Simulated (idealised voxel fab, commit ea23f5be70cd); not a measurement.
The document below concerns the process module designated voxel air gaps.
The width of the displayed cross-section, cut, is 225 nm; its cells are square, with a size of 5 nm.
Throughout this document, each cross-section is represented as a grid of square cells and is presented as a sequence of bands enumerated from the top downward, where a band comprises one or more rows of cells. Heights first: top, then bottom, in nm. Then materials, left to right, each with a width in nm. "everywhere" on a single material: fills the band edge to edge. "empty": empty space. Counting heights begins at 0, where everything beneath is, in the wafer as received, one material. The lowest band has no bottom; it goes on downwards, as "0 nm and below" shows. Width: "30..40" (first number = top row, second number = bottom row, same change from row to row of cells). Where a step carries "nothing was modified", the cross-section came out of it unchanged, cell for cell. The entry titled "Closed void register" provides the empty spaces that have no open way to the top, restricted to those of 8 cells or more. Each is presented as width x height at distance, the distance being measured from the left edge, with all three in nm. Whatever follows a step's settings on its line is a remark the simulator itself makes about that step. overlay nm, on a step with a mask: how far to the right of its planned place the mask lay; to the left if negative.
The process steps that were planned are listed below
1 RECEIVE,material Si
2 CONFORMAL_DEP,material SiO2,thk nm 15
3 CONFORMAL_DEP,material SiN,thk nm 5
4 DIRECTIONAL_DEP,material lowk,thk nm 30
5 DIRECTIONAL_DEP,material aC,thk nm 10
6 PATTERN,tone open,mask id LINES,material resist,width nm 15,pitch nm 40,thk nm 25,overlay nm 0
7 DIRECTIONAL_ETCH,etch materials aC,depth nm 10
8 STRIP,etch materials resist
9 DIRECTIONAL_ETCH,etch materials lowk,depth nm 30
10 STRIP,etch materials aC
11 CONFORMAL_DEP,material TiN,thk nm 5
12 FILL_DEP,material W,thk nm 10
13 CMP,height nm 50
14 EPI,material Ru,thk nm 10
15 SELECTIVE_ETCH,etch materials lowk,depth nm 40
16 CONFORMAL_DEP,material SiCN,thk nm 5
Cross-section of the incoming wafer, state after step 1
	0 nm and below | Si everywhere
	Closed void register: none
Looking at the first of two wafers in cross-section at end of module - ran to plan
	65 nm to 60 nm | empty 30 nm / SiCN 165 nm / empty 30 nm
	60 nm to 50 nm | empty 30 nm / SiCN 5 nm / Ru 35 nm / SiCN 5 nm / Ru 35 nm / SiCN 5 nm / Ru 35 nm / SiCN 5 nm / Ru 35 nm / SiCN 5 nm / empty 30 nm
	50 nm to 45 nm | empty 30 nm / SiCN 15 nm / TiN 5 nm / W 5 nm / TiN 5 nm / SiCN 25 nm / TiN 5 nm / W 5 nm / TiN 5 nm / SiCN 25 nm / TiN 5 nm / W 5 nm / TiN 5 nm / SiCN 25 nm / TiN 5 nm / W 5 nm / TiN 5 nm / SiCN 15 nm / empty 30 nm
	45 nm to 25 nm | empty 40 nm / SiCN 5 nm / TiN 5 nm / W 5 nm / TiN 5 nm / SiCN 5 nm / empty 15 nm / SiCN 5 nm / TiN 5 nm / W 5 nm / TiN 5 nm / SiCN 5 nm / empty 15 nm / SiCN 5 nm / TiN 5 nm / W 5 nm / TiN 5 nm / SiCN 5 nm / empty 15 nm / SiCN 5 nm / TiN 5 nm / W 5 nm / TiN 5 nm / SiCN 5 nm / empty 40 nm
	25 nm to 20 nm | SiCN 45 nm / TiN 15 nm / SiCN 25 nm / TiN 15 nm / SiCN 25 nm / TiN 15 nm / SiCN 25 nm / TiN 15 nm / SiCN 45 nm
	20 nm to 15 nm | SiN everywhere
	15 nm to 0 nm | SiO2 everywhere
	0 nm and below | Si everywhere
	Closed void register: 15 x 20 at 65; 15 x 20 at 105; 15 x 20 at 145
Cross-section, second wafer: same start as the first, same plan as the first, one mistake in running it; taken at the end of the module
	80 nm to 75 nm | SiCN everywhere
	75 nm to 65 nm | Ru everywhere
	65 nm to 55 nm | W everywhere
	55 nm to 50 nm | TiN 50 nm / W 5 nm / TiN 35 nm / W 5 nm / TiN 35 nm / W 5 nm / TiN 35 nm / W 5 nm / TiN 50 nm
	50 nm to 25 nm | lowk 45 nm / TiN 5 nm / W 5 nm / TiN 5 nm / lowk 25 nm / TiN 5 nm / W 5 nm / TiN 5 nm / lowk 25 nm / TiN 5 nm / W 5 nm / TiN 5 nm / lowk 25 nm / TiN 5 nm / W 5 nm / TiN 5 nm / lowk 45 nm
	25 nm to 20 nm | lowk 45 nm / TiN 15 nm / lowk 25 nm / TiN 15 nm / lowk 25 nm / TiN 15 nm / lowk 25 nm / TiN 15 nm / lowk 45 nm
	20 nm to 15 nm | SiN everywhere
	15 nm to 0 nm | SiO2 everywhere
	0 nm and below | Si everywhere
	Closed void register: none
Here's what went sideways: plan step 13 skipped
Count the cells at the end and the second wafer has more or fewer of some materials than the first: +34 Ru, -84 SiCN, +41 TiN, +94 W, +198 lowk
Upon completion, the first wafer exhibits 3 closed voids and the second wafer exhibits 0.
